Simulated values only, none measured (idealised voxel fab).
A process module follows: voxel quadruple lines.
The figure presents cross-section cut, which has a width of 215 nm and is divided into square cells with an edge length of 5 nm.
Cross-sections here: square-cell grids, written as top-down lists of bands, a band being one or more rows of cells. First you get the band's top height and its bottom height, in nm, and then the materials it's made of, left to right, with each width in nm. If you see a single material with "throughout", that one covers the band edge to edge. "blank" is empty space. Height reference: 0 = level under which incoming wafer is all one material. Lowest band: no bottom, runs on downward, e.g. "0 and below". It should be noted that a width expressed as "30 to 40" varies in equal increments from row to row of cells within the band, taking the value of the first number at the top row and that of the second number at the bottom row. For the purposes of this document, the phrase "nothing different" attached to a step denotes that no cell within the cross-section was modified by that step. Heads up: "Closed voids list" only lists the empty pockets with no open path to the top that are 8 cells or more, and it writes them as width x height at distance, distance from the left edge, in nm. It should be noted that, on the line of a given step, the content following the step's settings is a remark produced by the simulator itself with respect to that step. overlay nm: how far to the right of its planned place the mask lay on this masked step (negative: to the left).
# List of planned process steps
1: RECEIVE | material Si
2: CONFORMAL_DEP | material Al2O3 | thk nm 5
3: DIRECTIONAL_DEP | material TiN | thk nm 15
4: DIRECTIONAL_DEP | material polySi | thk nm 15
5: DIRECTIONAL_DEP | material aC | thk nm 20
6: PATTERN | tone cover | mask id MANDREL | material resist | width nm 20 | thk nm 30 | overlay nm 0
7: DIRECTIONAL_ETCH | etch materials aC | depth nm 20
8: STRIP | etch materials resist
9: CONFORMAL_DEP | material SiO2 | thk nm 10
10: DIRECTIONAL_ETCH | etch materials SiO2 | depth nm 10
11: STRIP | etch materials aC
12: DIRECTIONAL_ETCH | etch materials polySi | depth nm 15
13: STRIP | etch materials SiO2
14: CONFORMAL_DEP | material SiCN | thk nm 5
15: DIRECTIONAL_ETCH | etch materials SiCN | depth nm 5
16: STRIP | etch materials polySi
17: DIRECTIONAL_ETCH | etch materials TiN | depth nm 15
18: STRIP | etch materials SiCN
# First wafer of two (run as planned)
# Cross-section of the incoming wafer, state after step 1
	0 and below: Si throughout
	Closed voids list: none
# After step 2: wafer cross-section
	5 down to 0: Al2O3 throughout
	Below 0, the layers are the same as they were.
# After step 3: wafer cross-section
	20 down to 5: TiN throughout
	Below 5, the layers are the same as they were.
# After step 4: wafer cross-section
	35 down to 20: polySi throughout
	Below 20, the layers are the same as they were.
# After step 5: wafer cross-section
	55 down to 35: aC throughout
	Below 35, the layers are the same as they were.
# After step 6: wafer cross-section
	85 down to 55: blank 95 | resist 20 | blank 100
	Below 55, the layers are the same as they were.
# After step 7: wafer cross-section
	65 down to 55: blank 95 | resist 20 | blank 100
	55 down to 35: blank 95 | aC 20 | blank 100
	Below 35, the layers are the same as they were.
# After step 8: wafer cross-section
	55 down to 35: blank 95 | aC 20 | blank 100
	Below 35, the layers are the same as they were.
# After step 9: wafer cross-section
	65 down to 55: blank 85 | SiO2 40 | blank 90
	55 down to 45: blank 85 | SiO2 10 | aC 20 | SiO2 10 | blank 90
	45 down to 35: SiO2 95 | aC 20 | SiO2 100
	Below 35, the layers are the same as they were.
# After step 10: wafer cross-section
	55 down to 35: blank 85 | SiO2 10 | aC 20 | SiO2 10 | blank 90
	Below 35, the layers are the same as they were.
# After step 11: wafer cross-section
	55 down to 35: blank 85 | SiO2 10 | blank 20 | SiO2 10 | blank 90
	Below 35, the layers are the same as they were.
# After step 12: wafer cross-section
	55 down to 35: blank 85 | SiO2 10 | blank 20 | SiO2 10 | blank 90
	35 down to 20: blank 85 | polySi 10 | blank 20 | polySi 10 | blank 90
	Below 20, the layers are the same as they were.
# After step 13: wafer cross-section
	35 down to 20: blank 85 | polySi 10 | blank 20 | polySi 10 | blank 90
	Below 20, the layers are the same as they were.
# After step 14: wafer cross-section
	40 down to 35: blank 80 | SiCN 20 | blank 10 | SiCN 20 | blank 85
	35 down to 25: blank 80 | SiCN 5 | polySi 10 | SiCN 5 | blank 10 | SiCN 5 | polySi 10 | SiCN 5 | blank 85
	25 down to 20: SiCN 85 | polySi 10 | SiCN 20 | polySi 10 | SiCN 90
	Below 20, the layers are the same as they were.
# After step 15: wafer cross-section
	35 down to 20: blank 80 | SiCN 5 | polySi 10 | SiCN 5 | blank 10 | SiCN 5 | polySi 10 | SiCN 5 | blank 85
	Below 20, the layers are the same as they were.
# After step 16: wafer cross-section
	35 down to 20: blank 80 | SiCN 5 | blank 10 | SiCN 5 | blank 10 | SiCN 5 | blank 10 | SiCN 5 | blank 85
	Below 20, the layers are the same as they were.
# After step 17: wafer cross-section
	35 down to 20: blank 80 | SiCN 5 | blank 10 | SiCN 5 | blank 10 | SiCN 5 | blank 10 | SiCN 5 | blank 85
	20 down to 5: blank 80 | TiN 5 | blank 10 | TiN 5 | blank 10 | TiN 5 | blank 10 | TiN 5 | blank 85
	Below 5, the layers are the same as they were.
# After step 18: wafer cross-section
	20 down to 5: blank 80 | TiN 5 | blank 10 | TiN 5 | blank 10 | TiN 5 | blank 10 | TiN 5 | blank 85
	Below 5, the layers are the same as they were.
# Second Wafer (Identical Start and Plan, One Processing Error; Matches First Wafer Through Step 5)
# Second wafer shown in cross-section at the time step 6 was slated to end
	85 down to 55: blank 100 | resist 15 | blank 100
	Below 55, the layers are the same as they were.
# Second wafer shown in cross-section at the time step 7 was slated to end
	65 down to 55: blank 100 | resist 15 | blank 100
	55 down to 35: blank 100 | aC 15 | blank 100
	Below 35, the layers are the same as they were.
# Second wafer shown in cross-section at the time step 8 was slated to end
	55 down to 35: blank 100 | aC 15 | blank 100
	Below 35, the layers are the same as they were.
# Second wafer shown in cross-section at the time step 9 was slated to end
	65 down to 55: blank 90 | SiO2 35 | blank 90
	55 down to 45: blank 90 | SiO2 10 | aC 15 | SiO2 10 | blank 90
	45 down to 35: SiO2 100 | aC 15 | SiO2 100
	Below 35, the layers are the same as they were.
# Second wafer shown in cross-section at the time step 10 was slated to end
	55 down to 35: blank 90 | SiO2 10 | aC 15 | SiO2 10 | blank 90
	Below 35, the layers are the same as they were.
# Second wafer shown in cross-section at the time step 11 was slated to end
	55 down to 35: blank 90 | SiO2 10 | blank 15 | SiO2 10 | blank 90
	Below 35, the layers are the same as they were.
# Second wafer shown in cross-section at the time step 12 was slated to end
	55 down to 35: blank 90 | SiO2 10 | blank 15 | SiO2 10 | blank 90
	35 down to 20: blank 90 | polySi 10 | blank 15 | polySi 10 | blank 90
	Below 20, the layers are the same as they were.
# Second wafer shown in cross-section at the time step 13 was slated to end
	35 down to 20: blank 90 | polySi 10 | blank 15 | polySi 10 | blank 90
	Below 20, the layers are the same as they were.
# Second wafer shown in cross-section at the time step 14 was slated to end
	40 down to 35: blank 85 | SiCN 20 | blank 5 | SiCN 20 | blank 85
	35 down to 25: blank 85 | SiCN 5 | polySi 10 | SiCN 5 | blank 5 | SiCN 5 | polySi 10 | SiCN 5 | blank 85
	25 down to 20: SiCN 90 | polySi 10 | SiCN 15 | polySi 10 | SiCN 90
	Below 20, the layers are the same as they were.
# Second wafer shown in cross-section at the time step 15 was slated to end
	35 down to 20: blank 85 | SiCN 5 | polySi 10 | SiCN 5 | blank 5 | SiCN 5 | polySi 10 | SiCN 5 | blank 85
	Below 20, the layers are the same as they were.
# Second wafer shown in cross-section at the time step 16 was slated to end
	35 down to 20: blank 85 | SiCN 5 | blank 10 | SiCN 5 | blank 5 | SiCN 5 | blank 10 | SiCN 5 | blank 85
	Below 20, the layers are the same as they were.
# Second wafer shown in cross-section at the time step 17 was slated to end
	35 down to 20: blank 85 | SiCN 5 | blank 10 | SiCN 5 | blank 5 | SiCN 5 | blank 10 | SiCN 5 | blank 85
	20 down to 5: blank 85 | TiN 5 | blank 10 | TiN 5 | blank 5 | TiN 5 | blank 10 | TiN 5 | blank 85
	Below 5, the layers are the same as they were.
# Second wafer shown in cross-section at the time step 18 was slated to end
	20 down to 5: blank 85 | TiN 5 | blank 10 | TiN 5 | blank 5 | TiN 5 | blank 10 | TiN 5 | blank 85
	Below 5, the layers are the same as they were.
Plan not followed: it should be noted that step 6 was executed with settings other than those planned, the operation and settings actually applied being PATTERN | tone cover | mask id MANDREL | material resist | width nm 15 | thk nm 30 | overlay nm 0
Tallied in cells, the final second wafer holds each material in the same quantity as the first, although not at the same places.
